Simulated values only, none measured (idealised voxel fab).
Title: Process Module voxel self aligned vias
Square cell edge 5 nm, section width 265 nm, ID cut.
Cross-sections here: square-cell grids, written as top-down lists of bands, a band being one or more rows of cells.
For a band, the entry starts with two heights in nm, that of the top and then that of the bottom, and carries on with the band's materials in order from left to right, each alongside its width in nm; the word "throughout" beside a single material means it fills the band edge to edge, and "empty" means empty space.
The level at which height equals 0 is the one under which the wafer, as it arrives, is entirely one material. No lower edge exists for the bottom band, which continues downward and is notated as in "0 down".
The width entry "30..40" should be interpreted row by row: the top row of cells in the band takes the first number, the bottom row takes the second number, and the change between adjacent rows is uniform throughout.
A step reported as "remained unchanged" is a step in which no cell of the cross-section changed.
Listed in "Completely enclosed voids": every empty space of 8 or more cells without an open way to the top. Form: width x height at distance, the distance being from the left edge, all in nm.
Anything after a step's settings on that line? It's the simulator's own note about the step.
The optional step-line setting "overlay nm" applies to steps with a mask and quantifies how far to the right of its planned location the mask lay, a negative value indicating leftward placement.
Here's what the planned process steps look like:
| 1 | RECEIVE, material Si |
| 2 | CONFORMAL_DEP, material SiO2, thk nm 15 |
| 3 | CONFORMAL_DEP, material SiCN, thk nm 5 |
| 4 | DIRECTIONAL_DEP, material lowk, thk nm 25 |
| 5 | DIRECTIONAL_DEP, material aC, thk nm 10 |
| 6 | PATTERN, tone open, mask id LINES, material resist, width nm 30, pitch nm 80, thk nm 30, overlay nm 0 |
| 7 | DIRECTIONAL_ETCH, etch materials aC, depth nm 10 |
| 8 | STRIP, etch materials resist |
| 9 | DIRECTIONAL_ETCH, etch materials lowk, depth nm 25 |
| 10 | STRIP, etch materials aC |
| 11 | CONFORMAL_DEP, material TiN, thk nm 5 |
| 12 | FILL_DEP, material Ru, thk nm 10 |
| 13 | CMP, height nm 45 |
| 14 | SELECTIVE_ETCH, etch materials W Ru TiN, depth nm 10 |
| 15 | FILL_DEP, material SiN, thk nm 5 |
| 16 | CMP, height nm 45 |
| 17 | DIRECTIONAL_DEP, material lowk, thk nm 15 |
| 18 | DIRECTIONAL_DEP, material aC, thk nm 10 |
| 19 | PATTERN, tone open, mask id VIAS, material resist, width nm 50, pitch nm 160, thk nm 30, overlay nm 0 |
| 20 | DIRECTIONAL_ETCH, etch materials aC, depth nm 10 |
| 21 | STRIP, etch materials resist |
| 22 | DIRECTIONAL_ETCH, etch materials lowk, depth nm 15 |
| 23 | DIRECTIONAL_ETCH, etch materials SiN, depth nm 10 |
| 24 | STRIP, etch materials aC |
| 25 | CONFORMAL_DEP, material TiN, thk nm 5 |
| 26 | FILL_DEP, material Cu, thk nm 10 |
| 27 | CMP, height nm 60 |
| 28 | CONFORMAL_DEP, material SiCN, thk nm 5 |
Cross-section: wafer on arrival = after step 1:
	0 down | Si throughout
	Completely enclosed voids: none
The first of two wafers, cross-sectioned at the end of the module, with the run proceeding as planned:
	65 to 60 | SiCN throughout
	60 to 50 | 25 of lowk / 5 of TiN / 40 of Cu / 5 of TiN / 110 of lowk / 5 of TiN / 40 of Cu / 5 of TiN / 30 of lowk
	50 to 45 | 25 of lowk / 15 of TiN / 20 of Cu / 15 of TiN / 110 of lowk / 15 of TiN / 20 of Cu / 15 of TiN / 30 of lowk
	45 to 40 | 35 of lowk / 5 of TiN / 20 of Cu / 5 of TiN / 50 of lowk / 30 of SiN / 50 of lowk / 5 of TiN / 20 of Cu / 5 of TiN / 40 of lowk
	40 to 35 | 35 of lowk / 30 of TiN / 50 of lowk / 30 of SiN / 50 of lowk / 30 of TiN / 40 of lowk
	35 to 25 | 35 of lowk / 5 of TiN / 20 of Ru / 5 of TiN / 50 of lowk / 5 of TiN / 20 of Ru / 5 of TiN / 50 of lowk / 5 of TiN / 20 of Ru / 5 of TiN / 40 of lowk
	25 to 20 | 35 of lowk / 30 of TiN / 50 of lowk / 30 of TiN / 50 of lowk / 30 of TiN / 40 of lowk
	20 to 15 | SiCN throughout
	15 to 0 | SiO2 throughout
	0 down | Si throughout
	Completely enclosed voids: none
Second wafer of the two, sectioned at the end of the module. It began like the first and followed the same plan, but one mistake was made while running it:
	65 to 60 | SiCN throughout
	60 to 45 | 25 of lowk / 5 of TiN / 40 of Cu / 5 of TiN / 110 of lowk / 5 of TiN / 40 of Cu / 5 of TiN / 30 of lowk
	45 to 40 | 25 of SiN / 15 of TiN / 20 of Cu / 15 of TiN / 110 of SiN / 15 of TiN / 20 of Cu / 15 of TiN / 30 of SiN
	40 to 35 | 35 of lowk / 30 of TiN / 50 of lowk / 30 of SiN / 50 of lowk / 30 of TiN / 40 of lowk
	35 to 20 | 35 of lowk / 5 of TiN / 20 of Ru / 5 of TiN / 50 of lowk / 5 of TiN / 20 of Ru / 5 of TiN / 50 of lowk / 5 of TiN / 20 of Ru / 5 of TiN / 40 of lowk
	20 to 15 | 35 of lowk / 30 of TiN / 50 of lowk / 30 of TiN / 50 of lowk / 30 of TiN / 40 of lowk
	15 to 0 | SiO2 throughout
	0 down | Si throughout
	Completely enclosed voids: none
Heads up, the wafer didn't run the way we planned it: with respect to the plan, step 3 was omitted and not executed
Final cells, second wafer relative to first, materials higher or lower: 8 more of Cu, 12 more of Ru, 53 fewer of SiCN, 27 more of SiN, 6 more of TiN
